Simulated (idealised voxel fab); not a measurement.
process module | voxel capacitor over wiring
Square cell edge 5 nm, section width 230 nm, ID cut.
Bands, listed from the top down, are how a cross-section gets written in this document; the cross-section itself is a grid of square cells, and a band is one or more rows of them.
The band entry comprises the height of the band's top followed by the height of its bottom, expressed in nm, and subsequently the band's materials from left to right, each stated together with its width in nm. Where a single material is marked with the word "everywhere", that material fills the band from edge to edge. The word "blank" represents empty space.
Height datum 0, below which the as-received substrate wafer is one material. Lowest band open at the bottom, running downward: "from 0 down".
Width "30->40": first value at the band's top row of cells, second value at its bottom row, equal change from row to row.
"nothing was modified" -> step changed no cross-section cell.
The list in "Sealed void listing" covers empty spaces of 8 cells or more that cannot reach the top through any open way, and it gives each as width x height at distance; the distance is from the left edge, and width, height and distance are in nm.
Anything after a step's settings on that line? It's the simulator's own note about the step.
overlay nm: how far to the right of its planned place the mask lay on this masked step (negative: to the left).
# Planned process steps
1,RECEIVE, material Si
2,CONFORMAL_DEP, material SiO2, thk nm 10
3,CONFORMAL_DEP, material SiCN, thk nm 5
4,DIRECTIONAL_DEP, material SiO2, thk nm 20
5,DIRECTIONAL_DEP, material aC, thk nm 10
6,PATTERN, tone open, mask id METAL_1, material resist, width nm 25, pitch nm 95, thk nm 25, overlay nm 0
7,DIRECTIONAL_ETCH, etch materials aC, depth nm 10
8,STRIP, etch materials resist
9,DIRECTIONAL_ETCH, etch materials SiO2, depth nm 20
10,DIRECTIONAL_ETCH, etch materials SiCN, depth nm 5
11,STRIP, etch materials aC
12,CONFORMAL_DEP, material TiN, thk nm 5
13,FILL_DEP, material Cu, thk nm 10
14,CMP, height nm 35
15,CONFORMAL_DEP, material SiCN, thk nm 5
16,DIRECTIONAL_DEP, material SiO2, thk nm 10
17,PATTERN, tone open, mask id PLUG_1, material resist, width nm 15, thk nm 15, overlay nm 0
18,DIRECTIONAL_ETCH, etch materials SiO2, depth nm 10
19,DIRECTIONAL_ETCH, etch materials SiCN, depth nm 5
20,STRIP, etch materials resist
21,CONFORMAL_DEP, material TiN, thk nm 5
22,FILL_DEP, material Cu, thk nm 10
23,CMP, height nm 50
24,DIRECTIONAL_DEP, material TiN, thk nm 5
25,DIRECTIONAL_DEP, material SiN, thk nm 5
26,DIRECTIONAL_DEP, material TiN, thk nm 5
27,MASKED_ETCH, tone cover, mask id UPPER_PLATE, width nm 75, etch materials TiN, depth nm 5, overlay nm 0
28,MASKED_ETCH, tone cover, mask id UPPER_PLATE, width nm 75, etch materials SiN, depth nm 5, overlay nm 0
29,DIRECTIONAL_DEP, material aC, thk nm 10
30,PATTERN, tone cover, mask id LOWER_PLATE, material resist, width nm 85, thk nm 25, overlay nm 0
31,DIRECTIONAL_ETCH, etch materials aC, depth nm 10
32,STRIP, etch materials resist
33,DIRECTIONAL_ETCH, etch materials TiN, depth nm 5
34,STRIP, etch materials aC
35,FILL_DEP, material SiO2, thk nm 15
36,CMP, height nm 75
37,DIRECTIONAL_DEP, material aC, thk nm 15
38,PATTERN, tone open, mask id PLUG_2, material resist, width nm 15, thk nm 30, overlay nm 0
39,DIRECTIONAL_ETCH, etch materials aC, depth nm 15
40,STRIP, etch materials resist
41,DIRECTIONAL_ETCH, etch materials SiO2, depth nm 10
42,STRIP, etch materials aC
43,CONFORMAL_DEP, material TiN, thk nm 5
44,FILL_DEP, material W, thk nm 10
45,CMP, height nm 75
46,CONFORMAL_DEP, material SiN, thk nm 5
# Cross-section of the wafer as it came to us, i.e., already through step 1
- from 0 down: Si everywhere
- Sealed void listing: none
# Final wafer profile in cross-section after the module, from the same start and plan as above, with one mistake made during processing
- from 80 to 75: SiN everywhere
- from 75 to 70: 75 nm SiO2 / 5 nm TiN / 5 nm W / 5 nm TiN / 140 nm SiO2
- from 70 to 60: 75->65 nm SiO2 / 15->75 nm TiN / 140->90 nm SiO2
- from 60 to 55: 65 nm SiO2 / 75 nm SiN / 90 nm SiO2
- from 55 to 50: 60 nm SiO2 / 90 nm TiN / 80 nm SiO2
- from 50 to 40: 65 nm SiO2 / 5 nm TiN / 5 nm Cu / 5 nm TiN / 150 nm SiO2
- from 40 to 35: 65 nm SiCN / 15 nm TiN / 150 nm SiCN
- from 35 to 15: 55 nm SiO2 / 5 nm TiN / 15 nm Cu / 5 nm TiN / 70 nm SiO2 / 5 nm TiN / 15 nm Cu / 5 nm TiN / 55 nm SiO2
- from 15 to 10: 55 nm SiCN / 25 nm TiN / 70 nm SiCN / 25 nm TiN / 55 nm SiCN
- from 10 to 0: SiO2 everywhere
- from 0 down: Si everywhere
- Sealed void listing: none
Nonconformance to the process plan: step 30: run off-plan, actual operation and settings PATTERN, tone cover, mask id LOWER_PLATE, material resist, width nm 90, thk nm 25, overlay nm 0
